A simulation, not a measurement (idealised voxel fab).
This section sets out a process module, namely voxel self aligned contacts.
Xsec cut, 235 nm wide, square cell size 5 nm.
Throughout this document, each cross-section is represented as a grid of square cells and is presented as a sequence of bands enumerated from the top downward, where a band comprises one or more rows of cells.
Each band's line starts with the height of the band's top and of its bottom, in nm. Then come its materials from left to right, each with its width in nm. One material with "all across" fills the band from edge to edge. "blank" is empty space.
Beneath 0, the wafer as received is one material, and that level is where height counting begins. The lowest band goes on downward without a bottom; it is written like "0 nm and below".
Read "30..40" as a graded width: first number on top, second number at the bottom, same change between each pair of neighbouring rows.
"nothing was modified" for a step: no cell of the cross-section changed in that step.
"Closed cavity list": sealed empty spaces, 8 cells or more, no open way to top, listed width x height at distance, with distance from the left edge and width, height and distance in nm.
Past the settings on a step's line: simulator remark, on that step.
For masked steps, "overlay nm" on the step line gives how far right of plan the mask actually lay; a minus sign means it lay to the left.
## Process steps foreseen in the plan
| 1 | RECEIVE: material Si |
| 2 | OXIDIZE: depth nm 5 |
| 3 | DIRECTIONAL_DEP: material polySi, thk nm 25 |
| 4 | DIRECTIONAL_DEP: material SiN, thk nm 15 |
| 5 | MASKED_ETCH: tone cover, mask id GATE, width nm 25, pitch nm 50, etch materials SiN, depth nm 15, overlay nm 0 |
| 6 | MASKED_ETCH: tone cover, mask id GATE, width nm 25, pitch nm 50, etch materials polySi, depth nm 25, overlay nm 0 |
| 7 | CONFORMAL_DEP: material SiN, thk nm 5 |
| 8 | DIRECTIONAL_ETCH: etch materials SiN, depth nm 5 |
| 9 | FILL_DEP: material SiO2, thk nm 20 |
| 10 | CMP: height nm 50 |
| 11 | PATTERN: tone open, mask id CONTACT, material resist, width nm 35, thk nm 15, overlay nm 0 |
| 12 | DIRECTIONAL_ETCH: etch materials SiO2, depth nm 55 |
| 13 | STRIP: etch materials resist |
| 14 | CONFORMAL_DEP: material TiN, thk nm 5 |
| 15 | FILL_DEP: material W, thk nm 5 |
| 16 | CMP: height nm 50 |
| 17 | CONFORMAL_DEP: material SiCN, thk nm 5 |
## Wafer, first of two, run as planned
## So this is the incoming wafer in cross-section - it's already been through step 1
* 0 nm and below | Si all across
* Closed cavity list: none
## Once step 2 is through, the wafer looks like this in cross-section
* 0 nm to -5 nm | SiO2 all across
* Note: structure below -5 unchanged.
## Once step 3 is through, the wafer looks like this in cross-section
* 25 nm to 0 nm | polySi all across
* Note: structure below 0 unchanged.
## Once step 4 is through, the wafer looks like this in cross-section
* 40 nm to 25 nm | SiN all across
* Note: structure below 25 unchanged.
## Once step 5 is through, the wafer looks like this in cross-section
* 40 nm to 25 nm | 80 blank, then 25 SiN, then 25 blank, then 25 SiN, then 80 blank
* Note: structure below 25 unchanged.
## Once step 6 is through, the wafer looks like this in cross-section
* 40 nm to 25 nm | 80 blank, then 25 SiN, then 25 blank, then 25 SiN, then 80 blank
* 25 nm to 0 nm | 80 blank, then 25 polySi, then 25 blank, then 25 polySi, then 80 blank
* Note: structure below 0 unchanged.
## Once step 7 is through, the wafer looks like this in cross-section
* 45 nm to 25 nm | 75 blank, then 35 SiN, then 15 blank, then 35 SiN, then 75 blank
* 25 nm to 5 nm | 75 blank, then 5 SiN, then 25 polySi, then 5 SiN, then 15 blank, then 5 SiN, then 25 polySi, then 5 SiN, then 75 blank
* 5 nm to 0 nm | 80 SiN, then 25 polySi, then 25 SiN, then 25 polySi, then 80 SiN
* Note: structure below 0 unchanged.
## Once step 8 is through, the wafer looks like this in cross-section
* 40 nm to 25 nm | 75 blank, then 35 SiN, then 15 blank, then 35 SiN, then 75 blank
* 25 nm to 0 nm | 75 blank, then 5 SiN, then 25 polySi, then 5 SiN, then 15 blank, then 5 SiN, then 25 polySi, then 5 SiN, then 75 blank
* Note: structure below 0 unchanged.
## Once step 9 is through, the wafer looks like this in cross-section
* 60 nm to 40 nm | SiO2 all across
* 40 nm to 25 nm | 75 SiO2, then 35 SiN, then 15 SiO2, then 35 SiN, then 75 SiO2
* 25 nm to 0 nm | 75 SiO2, then 5 SiN, then 25 polySi, then 5 SiN, then 15 SiO2, then 5 SiN, then 25 polySi, then 5 SiN, then 75 SiO2
* Note: structure below 0 unchanged.
## Once step 10 is through, the wafer looks like this in cross-section
* 50 nm to 40 nm | SiO2 all across
* Note: structure below 40 unchanged.
## Once step 11 is through, the wafer looks like this in cross-section
* 65 nm to 50 nm | 100 resist, then 35 blank, then 100 resist
* Note: structure below 50 unchanged.
## Once step 12 is through, the wafer looks like this in cross-section
* 65 nm to 50 nm | 100 resist, then 35 blank, then 100 resist
* 50 nm to 40 nm | 100 SiO2, then 35 blank, then 100 SiO2
* 40 nm to 25 nm | 75 SiO2, then 35 SiN, then 15 blank, then 35 SiN, then 75 SiO2
* 25 nm to 0 nm | 75 SiO2, then 5 SiN, then 25 polySi, then 5 SiN, then 15 blank, then 5 SiN, then 25 polySi, then 5 SiN, then 75 SiO2
* 0 nm to -5 nm | 110 SiO2, then 15 blank, then 110 SiO2
* Note: structure below -5 unchanged.
## Once step 13 is through, the wafer looks like this in cross-section
* 50 nm to 40 nm | 100 SiO2, then 35 blank, then 100 SiO2
* Note: structure below 40 unchanged.
## Once step 14 is through, the wafer looks like this in cross-section
* 55 nm to 50 nm | 105 TiN, then 25 blank, then 105 TiN
* 50 nm to 40 nm | 100 SiO2, then 5..15 TiN, then 25..5 blank, then 5..15 TiN, then 100 SiO2
* 40 nm to 25 nm | 75 SiO2, then 35 SiN, then 5 TiN, then 5 blank, then 5 TiN, then 35 SiN, then 75 SiO2
* 25 nm to 0 nm | 75 SiO2, then 5 SiN, then 25 polySi, then 5 SiN, then 5 TiN, then 5 blank, then 5 TiN, then 5 SiN, then 25 polySi, then 5 SiN, then 75 SiO2
* 0 nm to -5 nm | 110 SiO2, then 15 TiN, then 110 SiO2
* Note: structure below -5 unchanged.
## Once step 15 is through, the wafer looks like this in cross-section
* 60 nm to 55 nm | W all across
* 55 nm to 50 nm | 105 TiN, then 25 W, then 105 TiN
* 50 nm to 40 nm | 100 SiO2, then 5..15 TiN, then 25..5 W, then 5..15 TiN, then 100 SiO2
* 40 nm to 25 nm | 75 SiO2, then 35 SiN, then 5 TiN, then 5 W, then 5 TiN, then 35 SiN, then 75 SiO2
* 25 nm to 0 nm | 75 SiO2, then 5 SiN, then 25 polySi, then 5 SiN, then 5 TiN, then 5 W, then 5 TiN, then 5 SiN, then 25 polySi, then 5 SiN, then 75 SiO2
* Note: structure below 0 unchanged.
## Once step 16 is through, the wafer looks like this in cross-section
* 50 nm to 40 nm | 100 SiO2, then 5..15 TiN, then 25..5 W, then 5..15 TiN, then 100 SiO2
* Note: structure below 40 unchanged.
## Once step 17 is through, the wafer looks like this in cross-section
* 55 nm to 50 nm | SiCN all across
* Note: structure below 50 unchanged.
## Wafer two of the pair: same origin, same plan, one error during the run; identical to wafer one up to and including step 2
## Cross-sectional view of the second wafer at the intended end time of process step 3
* 50 nm to 0 nm | polySi all across
* Note: structure below 0 unchanged.
## Cross-sectional view of the second wafer at the intended end time of process step 4
* 65 nm to 50 nm | SiN all across
* Note: structure below 50 unchanged.
## Cross-sectional view of the second wafer at the intended end time of process step 5
* 65 nm to 50 nm | 80 blank, then 25 SiN, then 25 blank, then 25 SiN, then 80 blank
* Note: structure below 50 unchanged.
## Cross-sectional view of the second wafer at the intended end time of process step 6
* 65 nm to 50 nm | 80 blank, then 25 SiN, then 25 blank, then 25 SiN, then 80 blank
* 50 nm to 25 nm | 80 blank, then 25 polySi, then 25 blank, then 25 polySi, then 80 blank
* Note: structure below 25 unchanged.
## Cross-sectional view of the second wafer at the intended end time of process step 7
* 70 nm to 50 nm | 75 blank, then 35 SiN, then 15 blank, then 35 SiN, then 75 blank
* 50 nm to 30 nm | 75 blank, then 5 SiN, then 25 polySi, then 5 SiN, then 15 blank, then 5 SiN, then 25 polySi, then 5 SiN, then 75 blank
* 30 nm to 25 nm | 80 SiN, then 25 polySi, then 25 SiN, then 25 polySi, then 80 SiN
* Note: structure below 25 unchanged.
## Cross-sectional view of the second wafer at the intended end time of process step 8
* 65 nm to 50 nm | 75 blank, then 35 SiN, then 15 blank, then 35 SiN, then 75 blank
* 50 nm to 25 nm | 75 blank, then 5 SiN, then 25 polySi, then 5 SiN, then 15 blank, then 5 SiN, then 25 polySi, then 5 SiN, then 75 blank
* Note: structure below 25 unchanged.
## Cross-sectional view of the second wafer at the intended end time of process step 9
* 85 nm to 65 nm | SiO2 all across
* 65 nm to 50 nm | 75 SiO2, then 35 SiN, then 15 SiO2, then 35 SiN, then 75 SiO2
* 50 nm to 25 nm | 75 SiO2, then 5 SiN, then 25 polySi, then 5 SiN, then 15 SiO2, then 5 SiN, then 25 polySi, then 5 SiN, then 75 SiO2
* Note: structure below 25 unchanged.
## Cross-sectional view of the second wafer at the intended end time of process step 10
* 50 nm to 25 nm | 75 SiO2, then 5 SiN, then 25 polySi, then 5 SiN, then 15 SiO2, then 5 SiN, then 25 polySi, then 5 SiN, then 75 SiO2
* Note: structure below 25 unchanged.
## Cross-sectional view of the second wafer at the intended end time of process step 11
* 65 nm to 50 nm | 100 resist, then 35 blank, then 100 resist
* Note: structure below 50 unchanged.
## Cross-sectional view of the second wafer at the intended end time of process step 12
* 65 nm to 50 nm | 100 resist, then 35 blank, then 100 resist
* 50 nm to 25 nm | 75 SiO2, then 5 SiN, then 25 polySi, then 5 SiN, then 15 blank, then 5 SiN, then 25 polySi, then 5 SiN, then 75 SiO2
* Note: structure below 25 unchanged.
## Cross-sectional view of the second wafer at the intended end time of process step 13
* 50 nm to 25 nm | 75 SiO2, then 5 SiN, then 25 polySi, then 5 SiN, then 15 blank, then 5 SiN, then 25 polySi, then 5 SiN, then 75 SiO2
* Note: structure below 25 unchanged.
## Cross-sectional view of the second wafer at the intended end time of process step 14
* 55 nm to 50 nm | 115 TiN, then 5 blank, then 115 TiN
* 50 nm to 30 nm | 75 SiO2, then 5 SiN, then 25 polySi, then 5 SiN, then 5 TiN, then 5 blank, then 5 TiN, then 5 SiN, then 25 polySi, then 5 SiN, then 75 SiO2
* 30 nm to 25 nm | 75 SiO2, then 5 SiN, then 25 polySi, then 5 SiN, then 15 TiN, then 5 SiN, then 25 polySi, then 5 SiN, then 75 SiO2
* Note: structure below 25 unchanged.
## Cross-sectional view of the second wafer at the intended end time of process step 15
* 60 nm to 55 nm | W all across
* 55 nm to 50 nm | 115 TiN, then 5 W, then 115 TiN
* 50 nm to 30 nm | 75 SiO2, then 5 SiN, then 25 polySi, then 5 SiN, then 5 TiN, then 5 W, then 5 TiN, then 5 SiN, then 25 polySi, then 5 SiN, then 75 SiO2
* Note: structure below 30 unchanged.
## Cross-sectional view of the second wafer at the intended end time of process step 16
* 50 nm to 30 nm | 75 SiO2, then 5 SiN, then 25 polySi, then 5 SiN, then 5 TiN, then 5 W, then 5 TiN, then 5 SiN, then 25 polySi, then 5 SiN, then 75 SiO2
* Note: structure below 30 unchanged.
## Cross-sectional view of the second wafer at the intended end time of process step 17
* 55 nm to 50 nm | SiCN all across
* Note: structure below 50 unchanged.
Deviation noted in wafer processing: step 3 in the plan was executed twice
The closing comparison, in cells, has the second wafer with more or fewer of some materials than the first: 42 fewer of SiN, 167 fewer of SiO2, 16 fewer of TiN, 10 fewer of W, 235 more of polySi
